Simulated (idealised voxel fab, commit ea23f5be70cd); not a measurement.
process module | voxel self aligned vias
cross-section cut | 290 nm wide | cells 5 nm
A cross-section is a grid of square cells, given in bands from the top down. A band is one or more rows of cells.
Each band's line starts with the height of the band's top and of its bottom, in nm. Then come its materials from left to right, each with its width in nm. One material with "throughout" fills the band from edge to edge. "air" is empty space.
Height 0 is the level under which the wafer as received is all one material. The lowest band goes on downwards, as in "0 down".
A width such as "30 to 40" changes by the same amount from each row of cells to the next, from the band's top row to its bottom row.
"no change" after a step means that no cell of the cross-section changed.
closed voids: empty space of 8 cells or more with no open way to the top, each as width x height at its distance from the left edge, in nm
after a step's settings: what the simulator itself notes on the step
overlay nm, on a step with a mask: how far to the right of its planned place the mask lay; to the left if negative
plan
1 op RECEIVE | material Si
2 op CONFORMAL_DEP | material SiO2 | thk nm 10
3 op CONFORMAL_DEP | material SiCN | thk nm 5
4 op DIRECTIONAL_DEP | material lowk | thk nm 30
5 op DIRECTIONAL_DEP | material aC | thk nm 10
6 op PATTERN | tone open | mask id LINES | material resist | width nm 30 | pitch nm 80 | thk nm 25 | overlay nm 0
7 op DIRECTIONAL_ETCH | etch materials aC | depth nm 10
8 op STRIP | etch materials resist
9 op DIRECTIONAL_ETCH | etch materials lowk | depth nm 30
10 op STRIP | etch materials aC
11 op CONFORMAL_DEP | material TiN | thk nm 5
12 op FILL_DEP | material Ru | thk nm 5
13 op CMP | height nm 45
14 op SELECTIVE_ETCH | etch materials W Ru TiN | depth nm 10
15 op FILL_DEP | material SiN | thk nm 5
16 op CMP | height nm 45
17 op DIRECTIONAL_DEP | material lowk | thk nm 15
18 op DIRECTIONAL_DEP | material aC | thk nm 15
19 op PATTERN | tone open | mask id VIAS | material resist | width nm 50 | pitch nm 80 | thk nm 35 | overlay nm 0
20 op DIRECTIONAL_ETCH | etch materials aC | depth nm 15
21 op STRIP | etch materials resist
22 op DIRECTIONAL_ETCH | etch materials lowk | depth nm 15
23 op DIRECTIONAL_ETCH | etch materials SiN | depth nm 10
24 op STRIP | etch materials aC
25 op CONFORMAL_DEP | material TiN | thk nm 5
26 op FILL_DEP | material Ru | thk nm 5
27 op CMP | height nm 60
28 op CONFORMAL_DEP | material SiCN | thk nm 5
first wafer, as planned
as received, after step 1
  0 down: Si throughout
  closed voids: none
after step 2
  10 to 0: SiO2 throughout
  below 0: unchanged
after step 3
  15 to 10: SiCN throughout
  below 10: unchanged
after step 4
  45 to 15: lowk throughout
  below 15: unchanged
after step 5
  55 to 45: aC throughout
  below 45: unchanged
after step 6
  80 to 55: resist 90 | air 30 | resist 50 | air 30 | resist 90
  below 55: unchanged
after step 7
  70 to 55: resist 90 | air 30 | resist 50 | air 30 | resist 90
  55 to 45: aC 90 | air 30 | aC 50 | air 30 | aC 90
  below 45: unchanged
after step 8
  55 to 45: aC 90 | air 30 | aC 50 | air 30 | aC 90
  below 45: unchanged
after step 9
  55 to 45: aC 90 | air 30 | aC 50 | air 30 | aC 90
  45 to 15: lowk 90 | air 30 | lowk 50 | air 30 | lowk 90
  below 15: unchanged
after step 10
  45 to 15: lowk 90 | air 30 | lowk 50 | air 30 | lowk 90
  below 15: unchanged
after step 11
  50 to 45: TiN 95 | air 20 | TiN 60 | air 20 | TiN 95
  45 to 20: lowk 90 | TiN 5 | air 20 | TiN 5 | lowk 50 | TiN 5 | air 20 | TiN 5 | lowk 90
  20 to 15: lowk 90 | TiN 30 | lowk 50 | TiN 30 | lowk 90
  below 15: unchanged
after step 12
  55 to 50: Ru throughout
  50 to 45: TiN 95 | Ru 20 | TiN 60 | Ru 20 | TiN 95
  45 to 20: lowk 90 | TiN 5 | Ru 20 | TiN 5 | lowk 50 | TiN 5 | Ru 20 | TiN 5 | lowk 90
  below 20: unchanged
after step 13
  45 to 20: lowk 90 | TiN 5 | Ru 20 | TiN 5 | lowk 50 | TiN 5 | Ru 20 | TiN 5 | lowk 90
  below 20: unchanged
after step 14
  45 to 35: lowk 90 | air 30 | lowk 50 | air 30 | lowk 90
  below 35: unchanged
after step 15
  50 to 45: SiN throughout
  45 to 35: lowk 90 | SiN 30 | lowk 50 | SiN 30 | lowk 90
  below 35: unchanged
after step 16
  45 to 35: lowk 90 | SiN 30 | lowk 50 | SiN 30 | lowk 90
  below 35: unchanged
after step 17
  60 to 45: lowk throughout
  below 45: unchanged
after step 18
  75 to 60: aC throughout
  below 60: unchanged
after step 19
  110 to 75: resist 80 | air 50 | resist 30 | air 50 | resist 80
  below 75: unchanged
after step 20
  95 to 75: resist 80 | air 50 | resist 30 | air 50 | resist 80
  75 to 60: aC 80 | air 50 | aC 30 | air 50 | aC 80
  below 60: unchanged
after step 21
  75 to 60: aC 80 | air 50 | aC 30 | air 50 | aC 80
  below 60: unchanged
after step 22
  75 to 60: aC 80 | air 50 | aC 30 | air 50 | aC 80
  60 to 45: lowk 80 | air 50 | lowk 30 | air 50 | lowk 80
  below 45: unchanged
after step 23
  75 to 60: aC 80 | air 50 | aC 30 | air 50 | aC 80
  60 to 45: lowk 80 | air 50 | lowk 30 | air 50 | lowk 80
  45 to 35: lowk 90 | air 30 | lowk 50 | air 30 | lowk 90
  below 35: unchanged
after step 24
  60 to 45: lowk 80 | air 50 | lowk 30 | air 50 | lowk 80
  below 45: unchanged
after step 25
  65 to 60: TiN 85 | air 40 | TiN 40 | air 40 | TiN 85
  60 to 50: lowk 80 | TiN 5 | air 40 | TiN 5 | lowk 30 | TiN 5 | air 40 | TiN 5 | lowk 80
  50 to 40: lowk 80 to 90 | TiN 15 to 5 | air 20 | TiN 15 to 5 | lowk 30 to 50 | TiN 15 to 5 | air 20 | TiN 15 to 5 | lowk 80 to 90
  40 to 35: lowk 90 | TiN 30 | lowk 50 | TiN 30 | lowk 90
  below 35: unchanged
after step 26
  70 to 65: Ru throughout
  65 to 60: TiN 85 | Ru 40 | TiN 40 | Ru 40 | TiN 85
  60 to 50: lowk 80 | TiN 5 | Ru 40 | TiN 5 | lowk 30 | TiN 5 | Ru 40 | TiN 5 | lowk 80
  50 to 40: lowk 80 to 90 | TiN 15 to 5 | Ru 20 | TiN 15 to 5 | lowk 30 to 50 | TiN 15 to 5 | Ru 20 | TiN 15 to 5 | lowk 80 to 90
  below 40: unchanged
after step 27
  60 to 50: lowk 80 | TiN 5 | Ru 40 | TiN 5 | lowk 30 | TiN 5 | Ru 40 | TiN 5 | lowk 80
  below 50: unchanged
after step 28
  65 to 60: SiCN throughout
  below 60: unchanged
second wafer: like start, like plan, one mistake. Through step 2 it matches the first wafer
when step 3 should have ended: no change
when step 4 should have ended
  40 to 10: lowk throughout
  below 10: unchanged
when step 5 should have ended
  50 to 40: aC throughout
  below 40: unchanged
when step 6 should have ended
  75 to 50: resist 90 | air 30 | resist 50 | air 30 | resist 90
  below 50: unchanged
when step 7 should have ended
  65 to 50: resist 90 | air 30 | resist 50 | air 30 | resist 90
  50 to 40: aC 90 | air 30 | aC 50 | air 30 | aC 90
  below 40: unchanged
when step 8 should have ended
  50 to 40: aC 90 | air 30 | aC 50 | air 30 | aC 90
  below 40: unchanged
when step 9 should have ended
  50 to 40: aC 90 | air 30 | aC 50 | air 30 | aC 90
  40 to 10: lowk 90 | air 30 | lowk 50 | air 30 | lowk 90
  below 10: unchanged
when step 10 should have ended
  40 to 10: lowk 90 | air 30 | lowk 50 | air 30 | lowk 90
  below 10: unchanged
when step 11 should have ended
  45 to 40: TiN 95 | air 20 | TiN 60 | air 20 | TiN 95
  40 to 15: lowk 90 | TiN 5 | air 20 | TiN 5 | lowk 50 | TiN 5 | air 20 | TiN 5 | lowk 90
  15 to 10: lowk 90 | TiN 30 | lowk 50 | TiN 30 | lowk 90
  below 10: unchanged
when step 12 should have ended
  50 to 45: Ru throughout
  45 to 40: TiN 95 | Ru 20 | TiN 60 | Ru 20 | TiN 95
  40 to 15: lowk 90 | TiN 5 | Ru 20 | TiN 5 | lowk 50 | TiN 5 | Ru 20 | TiN 5 | lowk 90
  below 15: unchanged
when step 13 should have ended
  45 to 40: TiN 95 | Ru 20 | TiN 60 | Ru 20 | TiN 95
  below 40: unchanged
when step 14 should have ended
  40 to 35: lowk 90 | air 30 | lowk 50 | air 30 | lowk 90
  below 35: unchanged
when step 15 should have ended
  45 to 40: SiN throughout
  40 to 35: lowk 90 | SiN 30 | lowk 50 | SiN 30 | lowk 90
  below 35: unchanged
when step 16 should have ended: no change
when step 17 should have ended
  60 to 45: lowk throughout
  below 45: unchanged
when step 18 should have ended
  75 to 60: aC throughout
  below 60: unchanged
when step 19 should have ended
  110 to 75: resist 80 | air 50 | resist 30 | air 50 | resist 80
  below 75: unchanged
when step 20 should have ended
  95 to 75: resist 80 | air 50 | resist 30 | air 50 | resist 80
  75 to 60: aC 80 | air 50 | aC 30 | air 50 | aC 80
  below 60: unchanged
when step 21 should have ended
  75 to 60: aC 80 | air 50 | aC 30 | air 50 | aC 80
  below 60: unchanged
when step 22 should have ended
  75 to 60: aC 80 | air 50 | aC 30 | air 50 | aC 80
  60 to 45: lowk 80 | air 50 | lowk 30 | air 50 | lowk 80
  below 45: unchanged
when step 23 should have ended
  75 to 60: aC 80 | air 50 | aC 30 | air 50 | aC 80
  60 to 45: lowk 80 | air 50 | lowk 30 | air 50 | lowk 80
  45 to 40: SiN 80 | air 50 | SiN 30 | air 50 | SiN 80
  40 to 35: lowk 90 | air 30 | lowk 50 | air 30 | lowk 90
  below 35: unchanged
when step 24 should have ended
  60 to 45: lowk 80 | air 50 | lowk 30 | air 50 | lowk 80
  below 45: unchanged
when step 25 should have ended
  65 to 60: TiN 85 | air 40 | TiN 40 | air 40 | TiN 85
  60 to 45: lowk 80 | TiN 5 | air 40 | TiN 5 | lowk 30 | TiN 5 | air 40 | TiN 5 | lowk 80
  45 to 40: SiN 80 | TiN 15 | air 20 | TiN 15 | SiN 30 | TiN 15 | air 20 | TiN 15 | SiN 80
  40 to 35: lowk 90 | TiN 30 | lowk 50 | TiN 30 | lowk 90
  below 35: unchanged
when step 26 should have ended
  70 to 65: Ru throughout
  65 to 60: TiN 85 | Ru 40 | TiN 40 | Ru 40 | TiN 85
  60 to 45: lowk 80 | TiN 5 | Ru 40 | TiN 5 | lowk 30 | TiN 5 | Ru 40 | TiN 5 | lowk 80
  45 to 40: SiN 80 | TiN 15 | Ru 20 | TiN 15 | SiN 30 | TiN 15 | Ru 20 | TiN 15 | SiN 80
  below 40: unchanged
when step 27 should have ended
  60 to 45: lowk 80 | TiN 5 | Ru 40 | TiN 5 | lowk 30 | TiN 5 | Ru 40 | TiN 5 | lowk 80
  below 45: unchanged
when step 28 should have ended
  65 to 60: SiCN throughout
  below 60: unchanged
what went wrong: step 3 was left out
at the end the second wafer has, in cells: 16 more of Ru | 58 fewer of SiCN | 38 more of SiN | 4 more of TiN
